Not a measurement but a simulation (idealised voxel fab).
process module | voxel air gaps
The cross-section shown here is cut; it is 235 nm wide and divided into square cells measuring 5 nm on a side.
Cross-section, as written here: a square-cell grid given band by band from the top down, where a band holds one or more rows of cells. Read a band's entry like this: the first values are the height of its top and the height of its bottom in nm, and what follows is the sequence of materials from left to right, each with its width in nm. Note that "air" is empty space, and that a single material marked "everywhere" reaches across the band from edge to edge. Heights are reckoned from 0. Under this level, the received wafer is all of one material. The bottommost band is open-ended downward, for example "z 0 and below". The expression "30->40" gives the width at the extremes of the band, the first number at its top row of cells and the second at its bottom row, with the width changing by equal amounts from each row to the next in between. When a step is marked "nothing was modified", none of the cells in the cross-section changed during that step. The entry "Sealed void list" lists the empty spaces that cover at least 8 cells and have no open path to the top. Each is written as width x height at distance, where the distance is measured from the left edge and all three values are in nm. Where a step's line continues beyond its settings, the continuation is a remark by the simulator itself on that step. Among the settings permitted on a step's line is "overlay nm"; applied to a step with a mask, it specifies the extent to which the mask lay to the right of its planned position, whereas a negative figure signifies a position to the left.

SO HERE'S THE LINEUP OF PROCESS STEPS WE PLANNED
1) RECEIVE,material Si
2) CONFORMAL_DEP,material SiO2,thk nm 15
3) CONFORMAL_DEP,material SiCN,thk nm 5
4) DIRECTIONAL_DEP,material SiO2,thk nm 35
5) DIRECTIONAL_DEP,material aC,thk nm 10
6) PATTERN,tone open,mask id LINES,material resist,width nm 25,pitch nm 50,thk nm 25,overlay nm 0
7) DIRECTIONAL_ETCH,etch materials aC,depth nm 10
8) STRIP,etch materials resist
9) DIRECTIONAL_ETCH,etch materials SiO2,depth nm 35
10) STRIP,etch materials aC
11) CONFORMAL_DEP,material TiN,thk nm 5
12) FILL_DEP,material Cu,thk nm 10
13) CMP,height nm 55
14) EPI,material Ru,thk nm 10
15) SELECTIVE_ETCH,etch materials SiO2,depth nm 45
16) CONFORMAL_DEP,material SiCN,thk nm 5

WHAT FOLLOWS COVERS THE FIRST OF TWO WAFERS; IT RAN AS PLANNED

CROSS-SECTION OF THE INCOMING WAFER, STATE AFTER STEP 1
    z 0 and below  Si everywhere
    Sealed void list: none

AFTER STEP 2
    z 15 to 0  SiO2 everywhere
    Below 0, the layers are the same as they were.

AFTER STEP 3
    z 20 to 15  SiCN everywhere
    Below 15, the layers are the same as they were.

AFTER STEP 4
    z 55 to 20  SiO2 everywhere
    Below 20, the layers are the same as they were.

AFTER STEP 5
    z 65 to 55  aC everywhere
    Below 55, the layers are the same as they were.

AFTER STEP 6
    z 90 to 65  55 of resist  25 of air  25 of resist  25 of air  25 of resist  25 of air  55 of resist
    Below 65, the layers are the same as they were.

AFTER STEP 7
    z 80 to 65  55 of resist  25 of air  25 of resist  25 of air  25 of resist  25 of air  55 of resist
    z 65 to 55  55 of aC  25 of air  25 of aC  25 of air  25 of aC  25 of air  55 of aC
    Below 55, the layers are the same as they were.

AFTER STEP 8
    z 65 to 55  55 of aC  25 of air  25 of aC  25 of air  25 of aC  25 of air  55 of aC
    Below 55, the layers are the same as they were.

AFTER STEP 9
    z 65 to 55  55 of aC  25 of air  25 of aC  25 of air  25 of aC  25 of air  55 of aC
    z 55 to 20  55 of SiO2  25 of air  25 of SiO2  25 of air  25 of SiO2  25 of air  55 of SiO2
    Below 20, the layers are the same as they were.

AFTER STEP 10
    z 55 to 20  55 of SiO2  25 of air  25 of SiO2  25 of air  25 of SiO2  25 of air  55 of SiO2
    Below 20, the layers are the same as they were.

AFTER STEP 11
    z 60 to 55  60 of TiN  15 of air  35 of TiN  15 of air  35 of TiN  15 of air  60 of TiN
    z 55 to 25  55 of SiO2  5 of TiN  15 of air  5 of TiN  25 of SiO2  5 of TiN  15 of air  5 of TiN  25 of SiO2  5 of TiN  15 of air  5 of TiN  55 of SiO2
    z 25 to 20  55 of SiO2  25 of TiN  25 of SiO2  25 of TiN  25 of SiO2  25 of TiN  55 of SiO2
    Below 20, the layers are the same as they were.

AFTER STEP 12
    z 70 to 60  Cu everywhere
    z 60 to 55  60 of TiN  15 of Cu  35 of TiN  15 of Cu  35 of TiN  15 of Cu  60 of TiN
    z 55 to 25  55 of SiO2  5 of TiN  15 of Cu  5 of TiN  25 of SiO2  5 of TiN  15 of Cu  5 of TiN  25 of SiO2  5 of TiN  15 of Cu  5 of TiN  55 of SiO2
    Below 25, the layers are the same as they were.

AFTER STEP 13
    z 55 to 25  55 of SiO2  5 of TiN  15 of Cu  5 of TiN  25 of SiO2  5 of TiN  15 of Cu  5 of TiN  25 of SiO2  5 of TiN  15 of Cu  5 of TiN  55 of SiO2
    Below 25, the layers are the same as they were.

AFTER STEP 14
    z 65 to 55  45 of air  45 of Ru  5 of air  45 of Ru  5 of air  45 of Ru  45 of air
    Below 55, the layers are the same as they were.

AFTER STEP 15
    z 65 to 55  45 of air  45 of Ru  5 of air  45 of Ru  5 of air  45 of Ru  45 of air
    z 55 to 25  55 of air  5 of TiN  15 of Cu  5 of TiN  25 of air  5 of TiN  15 of Cu  5 of TiN  25 of air  5 of TiN  15 of Cu  5 of TiN  55 of air
    z 25 to 20  55 of air  25 of TiN  25 of air  25 of TiN  25 of air  25 of TiN  55 of air
    Below 20, the layers are the same as they were.

AFTER STEP 16
    z 70 to 65  40 of air  155 of SiCN  40 of air
    z 65 to 55  40 of air  5 of SiCN  45 of Ru  5 of SiCN  45 of Ru  5 of SiCN  45 of Ru  5 of SiCN  40 of air
    z 55 to 50  40 of air  15 of SiCN  5 of TiN  15 of Cu  5 of TiN  25 of SiCN  5 of TiN  15 of Cu  5 of TiN  25 of SiCN  5 of TiN  15 of Cu  5 of TiN  15 of SiCN  40 of air
    z 50 to 25  50 of air  5 of SiCN  5 of TiN  15 of Cu  5 of TiN  5 of SiCN  15 of air  5 of SiCN  5 of TiN  15 of Cu  5 of TiN  5 of SiCN  15 of air  5 of SiCN  5 of TiN  15 of Cu  5 of TiN  5 of SiCN  50 of air
    z 25 to 20  55 of SiCN  25 of TiN  25 of SiCN  25 of TiN  25 of SiCN  25 of TiN  55 of SiCN
    Below 20, the layers are the same as they were.
    Sealed void list: 15 x 25 at 85; 15 x 25 at 135

WHAT FOLLOWS CONCERNS THE SECOND WAFER, WHICH STARTED OUT LIKE THE FIRST AND WAS MEANT TO FOLLOW THE VERY SAME PLAN; ONE MISTAKE CREPT IN WHEN IT WAS RUN, BUT EVERYTHING UP TO AND INCLUDING STEP 5 IS THE SAME AS FOR THE FIRST WAFER

SECOND WAFER, SECTIONED VIEW, AT STEP 6'S PLANNED END TIME
    z 90 to 65  60 of resist  15 of air  35 of resist  15 of air  35 of resist  15 of air  60 of resist
    Below 65, the layers are the same as they were.

SECOND WAFER, SECTIONED VIEW, AT STEP 7'S PLANNED END TIME
    z 80 to 65  60 of resist  15 of air  35 of resist  15 of air  35 of resist  15 of air  60 of resist
    z 65 to 55  60 of aC  15 of air  35 of aC  15 of air  35 of aC  15 of air  60 of aC
    Below 55, the layers are the same as they were.

SECOND WAFER, SECTIONED VIEW, AT STEP 8'S PLANNED END TIME
    z 65 to 55  60 of aC  15 of air  35 of aC  15 of air  35 of aC  15 of air  60 of aC
    Below 55, the layers are the same as they were.

SECOND WAFER, SECTIONED VIEW, AT STEP 9'S PLANNED END TIME
    z 65 to 55  60 of aC  15 of air  35 of aC  15 of air  35 of aC  15 of air  60 of aC
    z 55 to 20  60 of SiO2  15 of air  35 of SiO2  15 of air  35 of SiO2  15 of air  60 of SiO2
    Below 20, the layers are the same as they were.

SECOND WAFER, SECTIONED VIEW, AT STEP 10'S PLANNED END TIME
    z 55 to 20  60 of SiO2  15 of air  35 of SiO2  15 of air  35 of SiO2  15 of air  60 of SiO2
    Below 20, the layers are the same as they were.

SECOND WAFER, SECTIONED VIEW, AT STEP 11'S PLANNED END TIME
    z 60 to 55  65 of TiN  5 of air  45 of TiN  5 of air  45 of TiN  5 of air  65 of TiN
    z 55 to 25  60 of SiO2  5 of TiN  5 of air  5 of TiN  35 of SiO2  5 of TiN  5 of air  5 of TiN  35 of SiO2  5 of TiN  5 of air  5 of TiN  60 of SiO2
    z 25 to 20  60 of SiO2  15 of TiN  35 of SiO2  15 of TiN  35 of SiO2  15 of TiN  60 of SiO2
    Below 20, the layers are the same as they were.

SECOND WAFER, SECTIONED VIEW, AT STEP 12'S PLANNED END TIME
    z 70 to 60  Cu everywhere
    z 60 to 55  65 of TiN  5 of Cu  45 of TiN  5 of Cu  45 of TiN  5 of Cu  65 of TiN
    z 55 to 25  60 of SiO2  5 of TiN  5 of Cu  5 of TiN  35 of SiO2  5 of TiN  5 of Cu  5 of TiN  35 of SiO2  5 of TiN  5 of Cu  5 of TiN  60 of SiO2
    Below 25, the layers are the same as they were.

SECOND WAFER, SECTIONED VIEW, AT STEP 13'S PLANNED END TIME
    z 55 to 25  60 of SiO2  5 of TiN  5 of Cu  5 of TiN  35 of SiO2  5 of TiN  5 of Cu  5 of TiN  35 of SiO2  5 of TiN  5 of Cu  5 of TiN  60 of SiO2
    Below 25, the layers are the same as they were.

SECOND WAFER, SECTIONED VIEW, AT STEP 14'S PLANNED END TIME
    z 65 to 55  50 of air  35 of Ru  15 of air  35 of Ru  15 of air  35 of Ru  50 of air
    Below 55, the layers are the same as they were.

SECOND WAFER, SECTIONED VIEW, AT STEP 15'S PLANNED END TIME
    z 65 to 55  50 of air  35 of Ru  15 of air  35 of Ru  15 of air  35 of Ru  50 of air
    z 55 to 25  60 of air  5 of TiN  5 of Cu  5 of TiN  35 of air  5 of TiN  5 of Cu  5 of TiN  35 of air  5 of TiN  5 of Cu  5 of TiN  60 of air
    z 25 to 20  60 of air  15 of TiN  35 of air  15 of TiN  35 of air  15 of TiN  60 of air
    Below 20, the layers are the same as they were.

SECOND WAFER, SECTIONED VIEW, AT STEP 16'S PLANNED END TIME
    z 70 to 65  45 of air  45 of SiCN  5 of air  45 of SiCN  5 of air  45 of SiCN  45 of air
    z 65 to 55  45 of air  5 of SiCN  35 of Ru  5 of SiCN  5 of air  5 of SiCN  35 of Ru  5 of SiCN  5 of air  5 of SiCN  35 of Ru  5 of SiCN  45 of air
    z 55 to 50  45 of air  15 of SiCN  5 of TiN  5 of Cu  5 of TiN  15 of SiCN  5 of air  15 of SiCN  5 of TiN  5 of Cu  5 of TiN  15 of SiCN  5 of air  15 of SiCN  5 of TiN  5 of Cu  5 of TiN  15 of SiCN  45 of air
    z 50 to 25  55 of air  5 of SiCN  5 of TiN  5 of Cu  5 of TiN  5 of SiCN  25 of air  5 of SiCN  5 of TiN  5 of Cu  5 of TiN  5 of SiCN  25 of air  5 of SiCN  5 of TiN  5 of Cu  5 of TiN  5 of SiCN  55 of air
    z 25 to 20  60 of SiCN  15 of TiN  35 of SiCN  15 of TiN  35 of SiCN  15 of TiN  60 of SiCN
    Below 20, the layers are the same as they were.
Plan not followed: step 6 off recipe, ran as PATTERN,tone open,mask id LINES,material resist,width nm 15,pitch nm 50,thk nm 25,overlay nm 0
Wafer comparison, final, in cells, second relative to first, materials more or fewer: Cu -36; Ru -12; SiCN +8; TiN -6
On completion, 0 closed voids are found in the second wafer, whereas the first wafer has 2.
